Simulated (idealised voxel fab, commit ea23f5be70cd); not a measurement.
Herein follows the process module entitled voxel self aligned vias.
240 nm wide, 5 nm square cells: that's cross-section cut.
Cross-section = grid of square cells, listed top down in bands; band = one or more rows.
Heights first: top, then bottom, in nm. Then materials, left to right, each with a width in nm. "full width" on a single material: fills the band edge to edge. "air": empty space.
Below 0: as-received wafer, all one material; heights counted from there. Lowest band: no bottom, goes on down, written "0..down".
Think of "30 to 40" as a width that walks from the first number to the second as you go down the band, top row to bottom row, taking equal-sized steps from row to row.
When a step is marked "nothing got changed", none of the cells in the cross-section changed during that step.
Trapped void list: empty space of 8 cells or more with no open way to the top, each as width x height at its distance from the left edge, in nm
Read whatever lies past the settings on a step's line as the simulator's own remark about the step.
The setting "overlay nm" may be written on the line of a step. When the step uses a mask, the value reports how far to the right of the planned place the mask lay, and a negative value reports that it lay to the left.
[The steps planned for the process are as follows]
| 1 | RECEIVE | material Si |
| 2 | CONFORMAL_DEP | material SiO2 | thk nm 10 |
| 3 | CONFORMAL_DEP | material SiCN | thk nm 5 |
| 4 | DIRECTIONAL_DEP | material lowk | thk nm 25 |
| 5 | PATTERN | tone open | mask id LINES | material resist | width nm 25 | pitch nm 60 | thk nm 20 | overlay nm 0 |
| 6 | DIRECTIONAL_ETCH | etch materials lowk | depth nm 25 |
| 7 | STRIP | etch materials resist |
| 8 | CONFORMAL_DEP | material TiN | thk nm 5 |
| 9 | FILL_DEP | material W | thk nm 5 |
| 10 | CMP | height nm 40 |
| 11 | SELECTIVE_ETCH | etch materials W Ru TiN | depth nm 10 |
| 12 | FILL_DEP | material SiN | thk nm 10 |
| 13 | CMP | height nm 40 |
| 14 | DIRECTIONAL_DEP | material lowk | thk nm 20 |
| 15 | DIRECTIONAL_DEP | material aC | thk nm 10 |
| 16 | PATTERN | tone open | mask id VIAS | material resist | width nm 45 | pitch nm 120 | thk nm 30 | overlay nm 0 |
| 17 | DIRECTIONAL_ETCH | etch materials aC | depth nm 10 |
| 18 | STRIP | etch materials resist |
| 19 | DIRECTIONAL_ETCH | etch materials lowk | depth nm 20 |
| 20 | DIRECTIONAL_ETCH | etch materials SiN | depth nm 10 |
| 21 | STRIP | etch materials aC |
| 22 | CONFORMAL_DEP | material TiN | thk nm 5 |
| 23 | FILL_DEP | material Cu | thk nm 5 |
| 24 | CMP | height nm 60 |
| 25 | CONFORMAL_DEP | material SiN | thk nm 5 |
[So this is the incoming wafer in cross-section - it's already been through step 1]
    0..down: Si full width
    Trapped void list: none
[This is how the wafer looks in cross-section once the module is done, given the starting state and plan above and one mistake in carrying the plan out]
    65..60: SiN full width
    60..40: lowk: 35  TiN: 5  Cu: 35  TiN: 5  lowk: 75  TiN: 5  Cu: 35  TiN: 5  lowk: 40
    40..35: SiN: 35  TiN: 15  Cu: 15  TiN: 15  SiN: 75  TiN: 15  Cu: 15  TiN: 15  SiN: 40
    35..30: lowk: 45  TiN: 25  lowk: 35  SiN: 25  lowk: 35  TiN: 25  lowk: 50
    30..15: lowk: 45  TiN: 5  W: 15  TiN: 5  lowk: 35  TiN: 5  W: 15  TiN: 5  lowk: 35  TiN: 5  W: 15  TiN: 5  lowk: 50
    15..10: lowk: 45  TiN: 25  lowk: 35  TiN: 25  lowk: 35  TiN: 25  lowk: 50
    10..0: SiO2 full width
    0..down: Si full width
    Trapped void list: none
Heads up, the wafer didn't run the way we planned it: heads up, step 3 of the plan was skipped and never actually ran
